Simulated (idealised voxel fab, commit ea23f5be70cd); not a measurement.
This section sets out a process module, namely voxel wiring stack.
For reference, the cross-section in this document is cut, with width 200 nm and square cells of 5 nm.
Format of a cross-section: grid, square cells. Given as bands. Order: top down. Band: one or more rows of cells.
Basically the band line says how high the top is and how high the bottom is, in nm, and then what's in it from left to right, every material with its width in nm. Empty space shows up as "blank", and if a single material carries "everywhere" it runs the full band edge to edge.
A quick word on heights: they are counted from 0, and under that level the wafer as it came to us is one material throughout. The lowest band is different from the rest in having no bottom; it simply continues downward, written as in "0 -> down".
The two numbers in a width such as "30..40" mark its ends across the band: the first belongs to the top row of cells, the second to the bottom row, and from each row to the next the width moves by the same amount.
The designation "nothing different", where it is given for a processing step, indicates that no cell of the cross-section was altered in the course of that step.
Under "Closed cavities" you'll find the enclosed gaps, the ones with no way out to the top, that are 8 cells or bigger; each reads width x height at distance, with distance counted from the left edge, everything in nm.
Heads up: the bit after the settings on a step's line is the simulator's remark on that step.
The "overlay nm" setting may appear on a step's line; for a step that uses a mask, it gives how far to the right of its planned position the mask lay, and a negative value indicates the left.

Steps in the process plan:
1,RECEIVE (material Si)
2,CONFORMAL_DEP (material SiO2; thk nm 10)
3,CONFORMAL_DEP (material SiN; thk nm 5)
4,DIRECTIONAL_DEP (material SiO2; thk nm 25)
5,MASKED_ETCH (tone open; mask id METAL_1; width nm 25; pitch nm 55; etch materials SiO2; depth nm 25; overlay nm 0)
6,MASKED_ETCH (tone open; mask id METAL_1; width nm 25; pitch nm 55; etch materials SiN; depth nm 5; overlay nm 0)
7,CONFORMAL_DEP (material TiN; thk nm 5)
8,FILL_DEP (material W; thk nm 5)
9,CMP (height nm 40)
10,EPI (material Ru; thk nm 5)
11,FILL_DEP (material SiCN; thk nm 5)
12,DIRECTIONAL_DEP (material lowk; thk nm 25)
13,PATTERN (tone open; mask id METAL_2; material resist; width nm 25; pitch nm 55; thk nm 15; overlay nm 0)
14,DIRECTIONAL_ETCH (etch materials lowk; depth nm 15)
15,STRIP (etch materials resist)
16,MASKED_ETCH (tone open; mask id METAL_2_HOLES; width nm 15; pitch nm 55; etch materials lowk; depth nm 10; overlay nm 0)
17,MASKED_ETCH (tone open; mask id METAL_2_HOLES; width nm 15; pitch nm 55; etch materials SiCN; depth nm 5; overlay nm 0)
18,CONFORMAL_DEP (material TiN; thk nm 5)
19,FILL_DEP (material Cu; thk nm 5)
20,CMP (height nm 75)
21,CONFORMAL_DEP (material SiN; thk nm 5)
Across this set of wafers, the varied parameter is the width nm of step 16. Starting conditions are identical for every wafer, and the plan reports the value assigned to the first wafer.

Cut through the first of several wafers as received, post step 1:
> 0 -> down = Si everywhere
> Closed cavities: none

Row per wafer, end-of-module: cell gain (+)/loss (-) by material since the wafer came in, then closed voids:
width nm 15, +18 Cu, +14 Ru, +60 SiCN, +70 SiN, +230 SiO2, +60 TiN, +30 W, +158 lowk, Closed cavities: none
width nm 20, +22 Cu, +14 Ru, +60 SiCN, +70 SiN, +230 SiO2, +60 TiN, +30 W, +154 lowk, Closed cavities: none
width nm 25, +24 Cu, +14 Ru, +60 SiCN, +70 SiN, +230 SiO2, +62 TiN, +30 W, +150 lowk, Closed cavities: none
width nm 30, +28 Cu, +14 Ru, +60 SiCN, +70 SiN, +230 SiO2, +62 TiN, +30 W, +146 lowk, Closed cavities: none
